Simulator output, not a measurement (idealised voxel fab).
process module | voxel ribs on slabs
cross-section cut | 205 nm wide | cells 5 nm
A cross-section is a grid of square cells, given in bands from the top down. A band is one or more rows of cells.
Each band's line starts with the height of the band's top and of its bottom, in nm. Then come its materials from left to right, each with its width in nm. One material with "throughout" fills the band from edge to edge. "air" is empty space.
Height 0 is the level under which the wafer as received is all one material. The lowest band goes on downwards, as in "0 down".
A width such as "30 to 40" changes by the same amount from each row of cells to the next, from the band's top row to its bottom row.
"no change" after a step means that no cell of the cross-section changed.
closed voids: empty space of 8 cells or more with no open way to the top, each as width x height at its distance from the left edge, in nm
after a step's settings: what the simulator itself notes on the step
overlay nm, on a step with a mask: how far to the right of its planned place the mask lay; to the left if negative
plan
1 op RECEIVE | material Si
2 op DIRECTIONAL_DEP | material SiO2 | thk nm 25
3 op DIRECTIONAL_DEP | material polySi | thk nm 15
4 op DIRECTIONAL_DEP | material aC | thk nm 15
5 op PATTERN | tone cover | mask id RIB | material resist | width nm 25 | thk nm 35 | overlay nm 0
6 op DIRECTIONAL_ETCH | etch materials aC | depth nm 15
7 op STRIP | etch materials resist
8 op DIRECTIONAL_ETCH | etch materials polySi | depth nm 5
9 op STRIP | etch materials aC
10 op DIRECTIONAL_DEP | material aC | thk nm 15
11 op PATTERN | tone cover | mask id SLAB | material resist | width nm 85 | thk nm 30 | overlay nm 0
12 op DIRECTIONAL_ETCH | etch materials aC | depth nm 15
13 op STRIP | etch materials resist
14 op DIRECTIONAL_ETCH | etch materials polySi | depth nm 10
15 op STRIP | etch materials aC
16 op FILL_DEP | material SiO2 | thk nm 15
17 op CMP | height nm 50
18 op DIRECTIONAL_DEP | material TiN | thk nm 10
19 op DIRECTIONAL_DEP | material aC | thk nm 15
20 op PATTERN | tone cover | mask id HEATER | material resist | width nm 35 | thk nm 35 | overlay nm 0
21 op DIRECTIONAL_ETCH | etch materials aC | depth nm 15
22 op STRIP | etch materials resist
23 op DIRECTIONAL_ETCH | etch materials TiN | depth nm 10
24 op STRIP | etch materials aC
25 op CONFORMAL_DEP | material SiN | thk nm 10
as received, after step 1
  0 down: Si throughout
  closed voids: none
first wafer at the end, as planned
  70 to 60: air 75 | SiN 55 | air 75
  60 to 50: SiN 85 | TiN 35 | SiN 85
  50 to 40: SiO2 throughout
  40 to 35: SiO2 90 | polySi 25 | SiO2 90
  35 to 25: SiO2 60 | polySi 85 | SiO2 60
  25 to 0: SiO2 throughout
  0 down: Si throughout
  closed voids: none
second wafer at the end: like start, like plan, one mistake
  70 to 60: SiN throughout
  60 to 40: SiO2 throughout
  40 to 35: SiO2 90 | polySi 25 | SiO2 90
  35 to 25: SiO2 60 | polySi 85 | SiO2 60
  25 to 0: SiO2 throughout
  0 down: Si throughout
  closed voids: none
what went wrong: step 18 ran as: op DIRECTIONAL_DEP | material SiO2 | thk nm 10
at the end the second wafer has, in cells: 8 fewer of SiN | 82 more of SiO2 | 14 fewer of TiN
